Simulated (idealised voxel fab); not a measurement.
The following is a process module called voxel gate over fins.
The figure presents cross-section cut, which has a width of 240 nm and is divided into square cells with an edge length of 5 nm.
Just so we're on the same page, the cross-sections are grids of square cells, and they're listed out in bands top to bottom, each band one or more rows deep. Within each band entry, the heights of the top and of the bottom of the band appear first, in that order and in nm; the materials of the band then follow from left to right, each with its corresponding width in nm. The designation "throughout" on a single material indicates that it fills the band from edge to edge; the designation "air" indicates empty space. Below 0: as-received wafer, all one material; heights counted from there. Lowest band: no bottom, goes on down, written "from 0 down". Per-row width for "30..40": begins at first number (top row of band), ends at second number (bottom row), increment between rows held constant. It should be understood that the words "nothing altered", when stated for a given step, signify that the cross-section underwent no change in any of its cells during that step. In the "Closed-off voids" entry, you get each enclosed empty space of 8 cells or more, one with no open way to the top, written width x height at distance, distance from the left edge, in nm. Step line, after settings: the simulator's comment on this step. For masked steps, "overlay nm" on the step line gives how far right of plan the mask actually lay; a minus sign means it lay to the left. Quick note on how to read the rest: it's all pairs. You get the cross-section before a process step and the one after, but the after one only goes down as far as the lowest band that changed. The step in between, with its settings, sits under the pair. Heads up, the pairs can come from different runs of this module on the same starting wafer, so don't assume a pair picks up from the one above unless its "Prior to processing" entry says it does.

Prior to processing
	from 0 down | Si throughout
	Closed-off voids: none

Post-Step Section View
	from 5 to 0 | SiN throughout
	All layers under 0 are left as they were.
	Closed-off voids: none
Step, before to after (see cross-sections above): CONFORMAL_DEP (material SiN; thk nm 5)

Prior to processing: as in the pair right above, post-step view.

Post-Step Section View
	from 20 to 5 | 50 nm air; 15 nm resist; 45 nm air; 15 nm resist; 45 nm air; 15 nm resist; 55 nm air
	All layers under 5 are left as they were.
	Closed-off voids: none
Step, before to after (see cross-sections above): PATTERN (tone cover; mask id FINS; material resist; width nm 15; pitch nm 60; thk nm 15; overlay nm 0)

Prior to processing: as in the pair right above, post-step view.

Post-Step Section View
	from 20 to 5 | 50 nm air; 15 nm resist; 45 nm air; 15 nm resist; 45 nm air; 15 nm resist; 55 nm air
	from 5 to 0 | 50 nm air; 15 nm SiN; 45 nm air; 15 nm SiN; 45 nm air; 15 nm SiN; 55 nm air
	All layers under 0 are left as they were.
	Closed-off voids: none
Step, before to after (see cross-sections above): DIRECTIONAL_ETCH (etch materials SiN; depth nm 5)

Prior to processing: as in the pair right above, post-step view.

Post-Step Section View
	from 20 to 5 | 50 nm air; 15 nm resist; 45 nm air; 15 nm resist; 45 nm air; 15 nm resist; 55 nm air
	from 5 to 0 | 50 nm air; 15 nm SiN; 45 nm air; 15 nm SiN; 45 nm air; 15 nm SiN; 55 nm air
	from 0 to -35 | 50 nm air; 15 nm Si; 45 nm air; 15 nm Si; 45 nm air; 15 nm Si; 55 nm air
	All layers under -35 are left as they were.
	Closed-off voids: none
Step, before to after (see cross-sections above): DIRECTIONAL_ETCH (etch materials Si; depth nm 35)

Prior to processing: as in the pair right above, post-step view.

Post-Step Section View
	from 5 to 0 | 50 nm air; 15 nm SiN; 45 nm air; 15 nm SiN; 45 nm air; 15 nm SiN; 55 nm air
	All layers under 0 are left as they were.
	Closed-off voids: none
Step, before to after (see cross-sections above): STRIP (etch materials resist)

Prior to processing: as in the pair right above, post-step view.

Post-Step Section View
	from 5 to 0 | 50 nm air; 15 nm SiN; 45 nm air; 15 nm SiN; 45 nm air; 15 nm SiN; 55 nm air
	from 0 to -35 | 50 nm air; 5 nm SiO2; 5 nm Si; 5 nm SiO2; 45 nm air; 5 nm SiO2; 5 nm Si; 5 nm SiO2; 45 nm air; 5 nm SiO2; 5 nm Si; 5 nm SiO2; 55 nm air
	from -35 to -40 | 55 nm SiO2; 5 nm Si; 55 nm SiO2; 5 nm Si; 55 nm SiO2; 5 nm Si; 60 nm SiO2
	All layers under -40 are left as they were.
	Closed-off voids: none
Step, before to after (see cross-sections above): OXIDIZE (depth nm 5)

Prior to processing: as in the pair right above, post-step view.

Post-Step Section View
	from 10 to 5 | SiO2 throughout
	from 5 to 0 | 50 nm SiO2; 15 nm SiN; 45 nm SiO2; 15 nm SiN; 45 nm SiO2; 15 nm SiN; 55 nm SiO2
	from 0 to -40 | 55 nm SiO2; 5 nm Si; 55 nm SiO2; 5 nm Si; 55 nm SiO2; 5 nm Si; 60 nm SiO2
	All layers under -40 are left as they were.
	Closed-off voids: none
Step, before to after (see cross-sections above): FILL_DEP (material SiO2; thk nm 5)

Prior to processing: as in the pair right above, post-step view.

Post-Step Section View
	from 5 to 0 | 50 nm SiO2; 15 nm SiN; 45 nm SiO2; 15 nm SiN; 45 nm SiO2; 15 nm SiN; 55 nm SiO2
	All layers under 0 are left as they were.
	Closed-off voids: none
Step, before to after (see cross-sections above): CMP (height nm 5)

Prior to processing: as in the pair right above, post-step view.

Post-Step Section View
	from 5 to 0 | 50 nm SiO2; 15 nm SiN; 15 nm SiO2; 15 nm air; 15 nm SiO2; 15 nm SiN; 45 nm SiO2; 15 nm SiN; 55 nm SiO2
	from 0 to -30 | 55 nm SiO2; 5 nm Si; 20 nm SiO2; 15 nm air; 20 nm SiO2; 5 nm Si; 55 nm SiO2; 5 nm Si; 60 nm SiO2
	All layers under -30 are left as they were.
	Closed-off voids: none
Step, before to after (see cross-sections above): MASKED_ETCH (tone open; mask id RAIL; width nm 15; etch materials SiO2; depth nm 35; overlay nm 0)

Prior to processing: as in the pair right above, post-step view.

Post-Step Section View
	from 10 to 5 | 85 nm TiN; 5 nm air; 150 nm TiN
	from 5 to 0 | 50 nm SiO2; 15 nm SiN; 15 nm SiO2; 5 nm TiN; 5 nm air; 5 nm TiN; 15 nm SiO2; 15 nm SiN; 45 nm SiO2; 15 nm SiN; 55 nm SiO2
	from 0 to -25 | 55 nm SiO2; 5 nm Si; 20 nm SiO2; 5 nm TiN; 5 nm air; 5 nm TiN; 20 nm SiO2; 5 nm Si; 55 nm SiO2; 5 nm Si; 60 nm SiO2
	from -25 to -30 | 55 nm SiO2; 5 nm Si; 20 nm SiO2; 15 nm TiN; 20 nm SiO2; 5 nm Si; 55 nm SiO2; 5 nm Si; 60 nm SiO2
	All layers under -30 are left as they were.
	Closed-off voids: none
Step, before to after (see cross-sections above): CONFORMAL_DEP (material TiN; thk nm 5)

Prior to processing: as in the pair right above, post-step view.

Post-Step Section View
	from 15 to 10 | W throughout
	from 10 to 5 | 85 nm TiN; 5 nm W; 150 nm TiN
	from 5 to 0 | 50 nm SiO2; 15 nm SiN; 15 nm SiO2; 5 nm TiN; 5 nm W; 5 nm TiN; 15 nm SiO2; 15 nm SiN; 45 nm SiO2; 15 nm SiN; 55 nm SiO2
	from 0 to -25 | 55 nm SiO2; 5 nm Si; 20 nm SiO2; 5 nm TiN; 5 nm W; 5 nm TiN; 20 nm SiO2; 5 nm Si; 55 nm SiO2; 5 nm Si; 60 nm SiO2
	All layers under -25 are left as they were.
	Closed-off voids: none
Step, before to after (see cross-sections above): FILL_DEP (material W; thk nm 5)

Prior to processing: as in the pair right above, post-step view.

Post-Step Section View
	from 5 to 0 | 50 nm SiO2; 15 nm SiN; 15 nm SiO2; 5 nm TiN; 5 nm W; 5 nm TiN; 15 nm SiO2; 15 nm SiN; 45 nm SiO2; 15 nm SiN; 55 nm SiO2
	All layers under 0 are left as they were.
	Closed-off voids: none
Step, before to after (see cross-sections above): CMP (height nm 5)

Prior to processing: as in the pair right above, post-step view.

Post-Step Section View
	from 5 to 0 | 50 nm SiO2; 15 nm SiN; 15 nm SiO2; 15 nm air; 15 nm SiO2; 15 nm SiN; 45 nm SiO2; 15 nm SiN; 55 nm SiO2
	from 0 to -20 | 55 nm SiO2; 5 nm Si; 20 nm SiO2; 15 nm air; 20 nm SiO2; 5 nm Si; 55 nm SiO2; 5 nm Si; 60 nm SiO2
	All layers under -20 are left as they were.
	Closed-off voids: none
Step, before to after (see cross-sections above): SELECTIVE_ETCH (etch materials W Ru TiN; depth nm 25)

Prior to processing: as in the pair right above, post-step view.

Post-Step Section View
	from 10 to 5 | SiO2 throughout
	from 5 to 0 | 50 nm SiO2; 15 nm SiN; 45 nm SiO2; 15 nm SiN; 45 nm SiO2; 15 nm SiN; 55 nm SiO2
	from 0 to -20 | 55 nm SiO2; 5 nm Si; 55 nm SiO2; 5 nm Si; 55 nm SiO2; 5 nm Si; 60 nm SiO2
	All layers under -20 are left as they were.
	Closed-off voids: none
Step, before to after (see cross-sections above): FILL_DEP (material SiO2; thk nm 5)

Prior to processing: as in the pair right above, post-step view.

Post-Step Section View
	from 5 to 0 | 50 nm SiO2; 15 nm SiN; 45 nm SiO2; 15 nm SiN; 45 nm SiO2; 15 nm SiN; 55 nm SiO2
	All layers under 0 are left as they were.
	Closed-off voids: none
Step, before to after (see cross-sections above): CMP (height nm 5)

Prior to processing: as in the pair right above, post-step view.

Post-Step Section View
	from 5 to 0 | 50 nm air; 15 nm SiN; 45 nm air; 15 nm SiN; 45 nm air; 15 nm SiN; 55 nm air
	from 0 to -15 | 55 nm air; 5 nm Si; 55 nm air; 5 nm Si; 55 nm air; 5 nm Si; 60 nm air
	All layers under -15 are left as they were.
	Closed-off voids: none
Step, before to after (see cross-sections above): SELECTIVE_ETCH (etch materials SiO2; depth nm 20)

Prior to processing: as in the pair right above, post-step view.

Post-Step Section View
	from 0 to -15 | 55 nm air; 5 nm Si; 55 nm air; 5 nm Si; 55 nm air; 5 nm Si; 60 nm air
	All layers under -15 are left as they were.
	Closed-off voids: none
Step, before to after (see cross-sections above): STRIP (etch materials SiN)

Prior to processing: as in the pair right above, post-step view.

Post-Step Section View
	from 5 to 0 | 50 nm air; 15 nm HfO2; 45 nm air; 15 nm HfO2; 45 nm air; 15 nm HfO2; 55 nm air
	from 0 to -10 | 50 nm air; 5 nm HfO2; 5 nm Si; 5 nm HfO2; 45 nm air; 5 nm HfO2; 5 nm Si; 5 nm HfO2; 45 nm air; 5 nm HfO2; 5 nm Si; 5 nm HfO2; 55 nm air
	from -10 to -15 | 55 nm HfO2; 5 nm Si; 55 nm HfO2; 5 nm Si; 55 nm HfO2; 5 nm Si; 60 nm HfO2
	All layers under -15 are left as they were.
	Closed-off voids: none
Step, before to after (see cross-sections above): CONFORMAL_DEP (material HfO2; thk nm 5)

Prior to processing: as in the pair right above, post-step view.

Post-Step Section View
	from 10 to 5 | 45 nm air; 25 nm TiN; 35 nm air; 25 nm TiN; 35 nm air; 25 nm TiN; 50 nm air
	from 5 to 0 | 45 nm air; 5 nm TiN; 15 nm HfO2; 5 nm TiN; 35 nm air; 5 nm TiN; 15 nm HfO2; 5 nm TiN; 35 nm air; 5 nm TiN; 15 nm HfO2; 5 nm TiN; 50 nm air
	from 0 to -5 | 45 nm air; 5 nm TiN; 5 nm HfO2; 5 nm Si; 5 nm HfO2; 5 nm TiN; 35 nm air; 5 nm TiN; 5 nm HfO2; 5 nm Si; 5 nm HfO2; 5 nm TiN; 35 nm air; 5 nm TiN; 5 nm HfO2; 5 nm Si; 5 nm HfO2; 5 nm TiN; 50 nm air
	from -5 to -10 | 50 nm TiN; 5 nm HfO2; 5 nm Si; 5 nm HfO2; 45 nm TiN; 5 nm HfO2; 5 nm Si; 5 nm HfO2; 45 nm TiN; 5 nm HfO2; 5 nm Si; 5 nm HfO2; 55 nm TiN
	All layers under -10 are left as they were.
	Closed-off voids: none
Step, before to after (see cross-sections above): CONFORMAL_DEP (material TiN; thk nm 5)

Prior to processing: as in the pair right above, post-step view.

Post-Step Section View
	from 25 to 10 | W throughout
	from 10 to 5 | 45 nm W; 25 nm TiN; 35 nm W; 25 nm TiN; 35 nm W; 25 nm TiN; 50 nm W
	from 5 to 0 | 45 nm W; 5 nm TiN; 15 nm HfO2; 5 nm TiN; 35 nm W; 5 nm TiN; 15 nm HfO2; 5 nm TiN; 35 nm W; 5 nm TiN; 15 nm HfO2; 5 nm TiN; 50 nm W
	from 0 to -5 | 45 nm W; 5 nm TiN; 5 nm HfO2; 5 nm Si; 5 nm HfO2; 5 nm TiN; 35 nm W; 5 nm TiN; 5 nm HfO2; 5 nm Si; 5 nm HfO2; 5 nm TiN; 35 nm W; 5 nm TiN; 5 nm HfO2; 5 nm Si; 5 nm HfO2; 5 nm TiN; 50 nm W
	All layers under -5 are left as they were.
	Closed-off voids: none
Step, before to after (see cross-sections above): FILL_DEP (material W; thk nm 15)

Prior to processing: as in the pair right above, post-step view.

Post-Step Section View
	from 20 to 10 | W throughout
	All layers under 10 are left as they were.
	Closed-off voids: none
Step, before to after (see cross-sections above): CMP (height nm 20)

Prior to processing: as in the pair right above, post-step view.

Post-Step Section View
	from 25 to 20 | SiN throughout
	All layers under 20 are left as they were.
	Closed-off voids: none
Step, before to after (see cross-sections above): CONFORMAL_DEP (material SiN; thk nm 5)

Prior to processing
	from 0 to -15 | 55 nm air; 5 nm Si; 55 nm air; 5 nm Si; 55 nm air; 5 nm Si; 60 nm air
	from -15 to -20 | 55 nm SiO2; 5 nm Si; 55 nm SiO2; 5 nm Si; 55 nm SiO2; 5 nm Si; 60 nm SiO2
	from -20 to -25 | 55 nm SiO2; 5 nm Si; 20 nm SiO2; 5 nm TiN; 5 nm W; 5 nm TiN; 20 nm SiO2; 5 nm Si; 55 nm SiO2; 5 nm Si; 60 nm SiO2
	from -25 to -30 | 55 nm SiO2; 5 nm Si; 20 nm SiO2; 15 nm TiN; 20 nm SiO2; 5 nm Si; 55 nm SiO2; 5 nm Si; 60 nm SiO2
	from -30 to -40 | 55 nm SiO2; 5 nm Si; 55 nm SiO2; 5 nm Si; 55 nm SiO2; 5 nm Si; 60 nm SiO2
	from -40 down | Si throughout
	Closed-off voids: none

Post-Step Section View
	from 5 to 0 | 50 nm air; 15 nm TiN; 45 nm air; 15 nm TiN; 45 nm air; 15 nm TiN; 55 nm air
	from 0 to -10 | 50 nm air; 5 nm TiN; 5 nm Si; 5 nm TiN; 45 nm air; 5 nm TiN; 5 nm Si; 5 nm TiN; 45 nm air; 5 nm TiN; 5 nm Si; 5 nm TiN; 55 nm air
	from -10 to -15 | 55 nm TiN; 5 nm Si; 55 nm TiN; 5 nm Si; 55 nm TiN; 5 nm Si; 60 nm TiN
	All layers under -15 are left as they were.
	Closed-off voids: none
Step, before to after (see cross-sections above): CONFORMAL_DEP (material TiN; thk nm 5)

Prior to processing: as in the pair right above, post-step view.

Post-Step Section View
	from 20 to 5 | W throughout
	from 5 to 0 | 50 nm W; 15 nm TiN; 45 nm W; 15 nm TiN; 45 nm W; 15 nm TiN; 55 nm W
	from 0 to -10 | 50 nm W; 5 nm TiN; 5 nm Si; 5 nm TiN; 45 nm W; 5 nm TiN; 5 nm Si; 5 nm TiN; 45 nm W; 5 nm TiN; 5 nm Si; 5 nm TiN; 55 nm W
	All layers under -10 are left as they were.
	Closed-off voids: none
Step, before to after (see cross-sections above): FILL_DEP (material W; thk nm 15)

Prior to processing: as in the pair right above, post-step view.

Post-Step Section View
	from 25 to 20 | SiN throughout
	All layers under 20 are left as they were.
	Closed-off voids: none
Step, before to after (see cross-sections above): CONFORMAL_DEP (material SiN; thk nm 5)

Prior to processing
	from 5 to 0 | 50 nm air; 15 nm SiN; 45 nm air; 15 nm SiN; 45 nm air; 15 nm SiN; 55 nm air
	from 0 to -15 | 55 nm air; 5 nm Si; 55 nm air; 5 nm Si; 55 nm air; 5 nm Si; 60 nm air
	from -15 to -20 | 55 nm SiO2; 5 nm Si; 55 nm SiO2; 5 nm Si; 55 nm SiO2; 5 nm Si; 60 nm SiO2
	from -20 to -25 | 55 nm SiO2; 5 nm Si; 20 nm SiO2; 5 nm TiN; 5 nm W; 5 nm TiN; 20 nm SiO2; 5 nm Si; 55 nm SiO2; 5 nm Si; 60 nm SiO2
	from -25 to -30 | 55 nm SiO2; 5 nm Si; 20 nm SiO2; 15 nm TiN; 20 nm SiO2; 5 nm Si; 55 nm SiO2; 5 nm Si; 60 nm SiO2
	from -30 to -40 | 55 nm SiO2; 5 nm Si; 55 nm SiO2; 5 nm Si; 55 nm SiO2; 5 nm Si; 60 nm SiO2
	from -40 down | Si throughout
	Closed-off voids: none

Post-Step Section View
	from 5 to 0 | 50 nm air; 15 nm SiN; 45 nm air; 15 nm SiN; 45 nm air; 15 nm SiN; 55 nm air
	from 0 to -20 | 55 nm air; 5 nm Si; 55 nm air; 5 nm Si; 55 nm air; 5 nm Si; 60 nm air
	from -20 to -25 | 55 nm air; 5 nm Si; 20 nm air; 5 nm TiN; 5 nm W; 5 nm TiN; 20 nm air; 5 nm Si; 55 nm air; 5 nm Si; 60 nm air
	from -25 to -30 | 55 nm air; 5 nm Si; 20 nm air; 15 nm TiN; 20 nm air; 5 nm Si; 55 nm air; 5 nm Si; 60 nm air
	from -30 to -35 | 55 nm air; 5 nm Si; 25 nm air; 5 nm SiO2; 25 nm air; 5 nm Si; 55 nm air; 5 nm Si; 60 nm air
	All layers under -35 are left as they were.
	Closed-off voids: none
Step, before to after (see cross-sections above): SELECTIVE_ETCH (etch materials SiO2; depth nm 20)

Prior to processing: as in the pair right above, post-step view.

Post-Step Section View
	from 0 to -20 | 55 nm air; 5 nm Si; 55 nm air; 5 nm Si; 55 nm air; 5 nm Si; 60 nm air
	All layers under -20 are left as they were.
	Closed-off voids: none
Step, before to after (see cross-sections above): STRIP (etch materials SiN)

Prior to processing: as in the pair right above, post-step view.

Post-Step Section View
	from 5 to 0 | 50 nm air; 15 nm HfO2; 45 nm air; 15 nm HfO2; 45 nm air; 15 nm HfO2; 55 nm air
	from 0 to -15 | 50 nm air; 5 nm HfO2; 5 nm Si; 5 nm HfO2; 45 nm air; 5 nm HfO2; 5 nm Si; 5 nm HfO2; 45 nm air; 5 nm HfO2; 5 nm Si; 5 nm HfO2; 55 nm air
	from -15 to -20 | 50 nm air; 5 nm HfO2; 5 nm Si; 5 nm HfO2; 10 nm air; 25 nm HfO2; 10 nm air; 5 nm HfO2; 5 nm Si; 5 nm HfO2; 45 nm air; 5 nm HfO2; 5 nm Si; 5 nm HfO2; 55 nm air
	from -20 to -25 | 50 nm air; 5 nm HfO2; 5 nm Si; 5 nm HfO2; 10 nm air; 5 nm HfO2; 5 nm TiN; 5 nm W; 5 nm TiN; 5 nm HfO2; 10 nm air; 5 nm HfO2; 5 nm Si; 5 nm HfO2; 45 nm air; 5 nm HfO2; 5 nm Si; 5 nm HfO2; 55 nm air
	from -25 to -30 | 50 nm air; 5 nm HfO2; 5 nm Si; 5 nm HfO2; 10 nm air; 5 nm HfO2; 15 nm TiN; 5 nm HfO2; 10 nm air; 5 nm HfO2; 5 nm Si; 5 nm HfO2; 45 nm air; 5 nm HfO2; 5 nm Si; 5 nm HfO2; 55 nm air
	from -30 to -35 | 55 nm HfO2; 5 nm Si; 25 nm HfO2; 5 nm SiO2; 25 nm HfO2; 5 nm Si; 55 nm HfO2; 5 nm Si; 60 nm HfO2
	All layers under -35 are left as they were.
	Closed-off voids: none
Step, before to after (see cross-sections above): CONFORMAL_DEP (material HfO2; thk nm 5)

Prior to processing: as in the pair right above, post-step view.

Post-Step Section View
	from 10 to 5 | 45 nm air; 25 nm TiN; 35 nm air; 25 nm TiN; 35 nm air; 25 nm TiN; 50 nm air
	from 5 to 0 | 45 nm air; 5 nm TiN; 15 nm HfO2; 5 nm TiN; 35 nm air; 5 nm TiN; 15 nm HfO2; 5 nm TiN; 35 nm air; 5 nm TiN; 15 nm HfO2; 5 nm TiN; 50 nm air
	from 0 to -10 | 45 nm air; 5 nm TiN; 5 nm HfO2; 5 nm Si; 5 nm HfO2; 5 nm TiN; 35 nm air; 5 nm TiN; 5 nm HfO2; 5 nm Si; 5 nm HfO2; 5 nm TiN; 35 nm air; 5 nm TiN; 5 nm HfO2; 5 nm Si; 5 nm HfO2; 5 nm TiN; 50 nm air
	from -10 to -15 | 45 nm air; 5 nm TiN; 5 nm HfO2; 5 nm Si; 5 nm HfO2; 45 nm TiN; 5 nm HfO2; 5 nm Si; 5 nm HfO2; 5 nm TiN; 35 nm air; 5 nm TiN; 5 nm HfO2; 5 nm Si; 5 nm HfO2; 5 nm TiN; 50 nm air
	from -15 to -20 | 45 nm air; 5 nm TiN; 5 nm HfO2; 5 nm Si; 5 nm HfO2; 10 nm TiN; 25 nm HfO2; 10 nm TiN; 5 nm HfO2; 5 nm Si; 5 nm HfO2; 5 nm TiN; 35 nm air; 5 nm TiN; 5 nm HfO2; 5 nm Si; 5 nm HfO2; 5 nm TiN; 50 nm air
	from -20 to -25 | 45 nm air; 5 nm TiN; 5 nm HfO2; 5 nm Si; 5 nm HfO2; 10 nm TiN; 5 nm HfO2; 5 nm TiN; 5 nm W; 5 nm TiN; 5 nm HfO2; 10 nm TiN; 5 nm HfO2; 5 nm Si; 5 nm HfO2; 5 nm TiN; 35 nm air; 5 nm TiN; 5 nm HfO2; 5 nm Si; 5 nm HfO2; 5 nm TiN; 50 nm air
	from -25 to -30 | 50 nm TiN; 5 nm HfO2; 5 nm Si; 5 nm HfO2; 10 nm TiN; 5 nm HfO2; 15 nm TiN; 5 nm HfO2; 10 nm TiN; 5 nm HfO2; 5 nm Si; 5 nm HfO2; 45 nm TiN; 5 nm HfO2; 5 nm Si; 5 nm HfO2; 55 nm TiN
	All layers under -30 are left as they were.
	Closed-off voids: none
Step, before to after (see cross-sections above): CONFORMAL_DEP (material TiN; thk nm 5)

Prior to processing: as in the pair right above, post-step view.

Post-Step Section View
	from 25 to 10 | W throughout
	from 10 to 5 | 45 nm W; 25 nm TiN; 35 nm W; 25 nm TiN; 35 nm W; 25 nm TiN; 50 nm W
	from 5 to 0 | 45 nm W; 5 nm TiN; 15 nm HfO2; 5 nm TiN; 35 nm W; 5 nm TiN; 15 nm HfO2; 5 nm TiN; 35 nm W; 5 nm TiN; 15 nm HfO2; 5 nm TiN; 50 nm W
	from 0 to -10 | 45 nm W; 5 nm TiN; 5 nm HfO2; 5 nm Si; 5 nm HfO2; 5 nm TiN; 35 nm W; 5 nm TiN; 5 nm HfO2; 5 nm Si; 5 nm HfO2; 5 nm TiN; 35 nm W; 5 nm TiN; 5 nm HfO2; 5 nm Si; 5 nm HfO2; 5 nm TiN; 50 nm W
	from -10 to -15 | 45 nm W; 5 nm TiN; 5 nm HfO2; 5 nm Si; 5 nm HfO2; 45 nm TiN; 5 nm HfO2; 5 nm Si; 5 nm HfO2; 5 nm TiN; 35 nm W; 5 nm TiN; 5 nm HfO2; 5 nm Si; 5 nm HfO2; 5 nm TiN; 50 nm W
	from -15 to -20 | 45 nm W; 5 nm TiN; 5 nm HfO2; 5 nm Si; 5 nm HfO2; 10 nm TiN; 25 nm HfO2; 10 nm TiN; 5 nm HfO2; 5 nm Si; 5 nm HfO2; 5 nm TiN; 35 nm W; 5 nm TiN; 5 nm HfO2; 5 nm Si; 5 nm HfO2; 5 nm TiN; 50 nm W
	from -20 to -25 | 45 nm W; 5 nm TiN; 5 nm HfO2; 5 nm Si; 5 nm HfO2; 10 nm TiN; 5 nm HfO2; 5 nm TiN; 5 nm W; 5 nm TiN; 5 nm HfO2; 10 nm TiN; 5 nm HfO2; 5 nm Si; 5 nm HfO2; 5 nm TiN; 35 nm W; 5 nm TiN; 5 nm HfO2; 5 nm Si; 5 nm HfO2; 5 nm TiN; 50 nm W
	All layers under -25 are left as they were.
	Closed-off voids: none
Step, before to after (see cross-sections above): FILL_DEP (material W; thk nm 15)

Prior to processing: as in the pair right above, post-step view.

Post-Step Section View
	from 20 to 10 | W throughout
	All layers under 10 are left as they were.
	Closed-off voids: none
Step, before to after (see cross-sections above): CMP (height nm 20)

Prior to processing: as in the pair right above, post-step view.

Post-Step Section View
	from 25 to 20 | SiN throughout
	All layers under 20 are left as they were.
	Closed-off voids: none
Step, before to after (see cross-sections above): CONFORMAL_DEP (material SiN; thk nm 5)

Prior to processing
	from 5 to 0 | 50 nm SiO2; 15 nm SiN; 45 nm SiO2; 15 nm SiN; 45 nm SiO2; 15 nm SiN; 55 nm SiO2
	from 0 to -20 | 55 nm SiO2; 5 nm Si; 55 nm SiO2; 5 nm Si; 55 nm SiO2; 5 nm Si; 60 nm SiO2
	from -20 to -25 | 55 nm SiO2; 5 nm Si; 20 nm SiO2; 5 nm TiN; 5 nm W; 5 nm TiN; 20 nm SiO2; 5 nm Si; 55 nm SiO2; 5 nm Si; 60 nm SiO2
	from -25 to -30 | 55 nm SiO2; 5 nm Si; 20 nm SiO2; 15 nm TiN; 20 nm SiO2; 5 nm Si; 55 nm SiO2; 5 nm Si; 60 nm SiO2
	from -30 to -40 | 55 nm SiO2; 5 nm Si; 55 nm SiO2; 5 nm Si; 55 nm SiO2; 5 nm Si; 60 nm SiO2
	from -40 down | Si throughout
	Closed-off voids: none

Post-Step Section View
	from 5 to 0 | 50 nm SiO2; 15 nm air; 45 nm SiO2; 15 nm air; 45 nm SiO2; 15 nm air; 55 nm SiO2
	All layers under 0 are left as they were.
	Closed-off voids: none
Step, before to after (see cross-sections above): STRIP (etch materials SiN)

Prior to processing: as in the pair right above, post-step view.

Post-Step Section View
	from 0 to -15 | 55 nm air; 5 nm Si; 55 nm air; 5 nm Si; 55 nm air; 5 nm Si; 60 nm air
	from -15 to -20 | 30 nm SiO2; 25 nm air; 5 nm Si; 25 nm air; 5 nm SiO2; 25 nm air; 5 nm Si; 25 nm air; 5 nm SiO2; 25 nm air; 5 nm Si; 25 nm air; 35 nm SiO2
	All layers under -20 are left as they were.
	Closed-off voids: none
Step, before to after (see cross-sections above): SELECTIVE_ETCH (etch materials SiO2; depth nm 20)

Prior to processing: as in the pair right above, post-step view.

Post-Step Section View
	from 5 to 0 | 50 nm air; 15 nm HfO2; 45 nm air; 15 nm HfO2; 45 nm air; 15 nm HfO2; 55 nm air
	from 0 to -10 | 50 nm air; 5 nm HfO2; 5 nm Si; 5 nm HfO2; 45 nm air; 5 nm HfO2; 5 nm Si; 5 nm HfO2; 45 nm air; 5 nm HfO2; 5 nm Si; 5 nm HfO2; 55 nm air
	from -10 to -15 | 35 nm HfO2; 15 nm air; 5 nm HfO2; 5 nm Si; 5 nm HfO2; 15 nm air; 15 nm HfO2; 15 nm air; 5 nm HfO2; 5 nm Si; 5 nm HfO2; 15 nm air; 15 nm HfO2; 15 nm air; 5 nm HfO2; 5 nm Si; 5 nm HfO2; 15 nm air; 40 nm HfO2
	from -15 to -20 | 30 nm SiO2; 25 nm HfO2; 5 nm Si; 25 nm HfO2; 5 nm SiO2; 25 nm HfO2; 5 nm Si; 25 nm HfO2; 5 nm SiO2; 25 nm HfO2; 5 nm Si; 25 nm HfO2; 35 nm SiO2
	All layers under -20 are left as they were.
	Closed-off voids: none
Step, before to after (see cross-sections above): CONFORMAL_DEP (material HfO2; thk nm 5)

Prior to processing: as in the pair right above, post-step view.

Post-Step Section View
	from 10 to 5 | 45 nm air; 25 nm TiN; 35 nm air; 25 nm TiN; 35 nm air; 25 nm TiN; 50 nm air
	from 5 to 0 | 45 nm air; 5 nm TiN; 15 nm HfO2; 5 nm TiN; 35 nm air; 5 nm TiN; 15 nm HfO2; 5 nm TiN; 35 nm air; 5 nm TiN; 15 nm HfO2; 5 nm TiN; 50 nm air
	from 0 to -5 | 45 nm air; 5 nm TiN; 5 nm HfO2; 5 nm Si; 5 nm HfO2; 5 nm TiN; 35 nm air; 5 nm TiN; 5 nm HfO2; 5 nm Si; 5 nm HfO2; 5 nm TiN; 35 nm air; 5 nm TiN; 5 nm HfO2; 5 nm Si; 5 nm HfO2; 5 nm TiN; 50 nm air
	from -5 to -10 | 40 nm TiN; 5 nm air; 5 nm TiN; 5 nm HfO2; 5 nm Si; 5 nm HfO2; 5 nm TiN; 5 nm air; 25 nm TiN; 5 nm air; 5 nm TiN; 5 nm HfO2; 5 nm Si; 5 nm HfO2; 5 nm TiN; 5 nm air; 25 nm TiN; 5 nm air; 5 nm TiN; 5 nm HfO2; 5 nm Si; 5 nm HfO2; 5 nm TiN; 5 nm air; 45 nm TiN
	from -10 to -15 | 35 nm HfO2; 15 nm TiN; 5 nm HfO2; 5 nm Si; 5 nm HfO2; 15 nm TiN; 15 nm HfO2; 15 nm TiN; 5 nm HfO2; 5 nm Si; 5 nm HfO2; 15 nm TiN; 15 nm HfO2; 15 nm TiN; 5 nm HfO2; 5 nm Si; 5 nm HfO2; 15 nm TiN; 40 nm HfO2
	All layers under -15 are left as they were.
	Closed-off voids: none
Step, before to after (see cross-sections above): CONFORMAL_DEP (material TiN; thk nm 5)

Prior to processing: as in the pair right above, post-step view.

Post-Step Section View
	from 25 to 10 | W throughout
	from 10 to 5 | 45 nm W; 25 nm TiN; 35 nm W; 25 nm TiN; 35 nm W; 25 nm TiN; 50 nm W
	from 5 to 0 | 45 nm W; 5 nm TiN; 15 nm HfO2; 5 nm TiN; 35 nm W; 5 nm TiN; 15 nm HfO2; 5 nm TiN; 35 nm W; 5 nm TiN; 15 nm HfO2; 5 nm TiN; 50 nm W
	from 0 to -5 | 45 nm W; 5 nm TiN; 5 nm HfO2; 5 nm Si; 5 nm HfO2; 5 nm TiN; 35 nm W; 5 nm TiN; 5 nm HfO2; 5 nm Si; 5 nm HfO2; 5 nm TiN; 35 nm W; 5 nm TiN; 5 nm HfO2; 5 nm Si; 5 nm HfO2; 5 nm TiN; 50 nm W
	from -5 to -10 | 40 nm TiN; 5 nm W; 5 nm TiN; 5 nm HfO2; 5 nm Si; 5 nm HfO2; 5 nm TiN; 5 nm W; 25 nm TiN; 5 nm W; 5 nm TiN; 5 nm HfO2; 5 nm Si; 5 nm HfO2; 5 nm TiN; 5 nm W; 25 nm TiN; 5 nm W; 5 nm TiN; 5 nm HfO2; 5 nm Si; 5 nm HfO2; 5 nm TiN; 5 nm W; 45 nm TiN
	All layers under -10 are left as they were.
	Closed-off voids: none
Step, before to after (see cross-sections above): FILL_DEP (material W; thk nm 15)

Prior to processing: as in the pair right above, post-step view.

Post-Step Section View
	from 20 to 10 | W throughout
	All layers under 10 are left as they were.
	Closed-off voids: none
Step, before to after (see cross-sections above): CMP (height nm 20)

Prior to processing: as in the pair right above, post-step view.

Post-Step Section View
	from 25 to 20 | SiN throughout
	All layers under 20 are left as they were.
	Closed-off voids: none
Step, before to after (see cross-sections above): CONFORMAL_DEP (material SiN; thk nm 5)
